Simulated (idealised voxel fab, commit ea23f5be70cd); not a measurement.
Name of the process module below: voxel released beams
Xsec cut, 185 nm wide, square cell size 5 nm.
Cross-section layout: square cells on a grid; listed as bands, top to bottom; a band spans one or more cell rows. Band: top and bottom heights (nm) first, top before bottom; then materials from left to right, widths in nm. "edge to edge" marks a sole material filling the band edge to edge. "empty" denotes empty space. Heights are reckoned from 0. Under this level, the received wafer is all of one material. The bottommost band is open-ended downward, for example "from 0 down". Note: "30->40" means the width goes from the first number (top row of the band) to the second number (bottom row) in equal steps per row of cells. "nothing was modified" means the step left every cell of the cross-section as it was. Entry "Completely enclosed voids". Content: empty spaces with no open connection to the top, size 8 cells or greater. Each: width x height at distance. Distance: from left edge. Unit: nm. Where a step's line continues beyond its settings, the continuation is a remark by the simulator itself on that step. "overlay nm" denotes, for a step that has a mask, the displacement of the mask to the right of its planned place, with negative values corresponding to the left.
Below is the list of planned process steps
1,RECEIVE | material Si
2,CONFORMAL_DEP | material Al2O3 | thk nm 10
3,DIRECTIONAL_DEP | material SiO2 | thk nm 20
4,DIRECTIONAL_DEP | material aC | thk nm 10
5,PATTERN | tone open | mask id ANCHOR | material resist | width nm 45 | thk nm 30 | overlay nm 0
6,DIRECTIONAL_ETCH | etch materials aC | depth nm 10
7,STRIP | etch materials resist
8,DIRECTIONAL_ETCH | etch materials SiO2 | depth nm 20
9,STRIP | etch materials aC
10,CONFORMAL_DEP | material polySi | thk nm 15
11,MASKED_ETCH | tone cover | mask id BEAM | width nm 110 | etch materials polySi | depth nm 15 | overlay nm 0
12,STRIP | etch materials SiO2
Cross-section of the incoming wafer, state after step 1
- from 0 down | Si edge to edge
- Completely enclosed voids: none
Module complete - cross-section of the first of two wafers, run according to plan
- from 45 to 30 | 35 of empty; 20 of polySi; 15 of empty; 75 of polySi; 40 of empty
- from 30 to 25 | 40 of empty; 15 of polySi; 15 of empty; 15 of polySi; 100 of empty
- from 25 to 10 | 40 of empty; 45 of polySi; 100 of empty
- from 10 to 0 | Al2O3 edge to edge
- from 0 down | Si edge to edge
- Completely enclosed voids: none
Cross-section of the latter of the two wafers at module completion. It had an identical start and an identical plan to the former; in running it, one mistake was made
- from 45 to 30 | 35 of empty; 65 of polySi; 85 of empty
- from 30 to 25 | 25 of empty; 15 of polySi; 45 of SiO2; 15 of polySi; 85 of empty
- from 25 to 10 | 25 of empty; 15 of polySi; 45 of SiO2; 60 of polySi; 40 of empty
- from 10 to 0 | Al2O3 edge to edge
- from 0 down | Si edge to edge
- Completely enclosed voids: none
The mistake made against the process plan was this: planned and actual differ for step 5; actual: PATTERN | tone cover | mask id ANCHOR | material resist | width nm 45 | thk nm 30 | overlay nm 0
It is noted that, at the conclusion of processing, the second wafer exhibits a higher or lower cell count for certain materials relative to the first: 36 more of SiO2
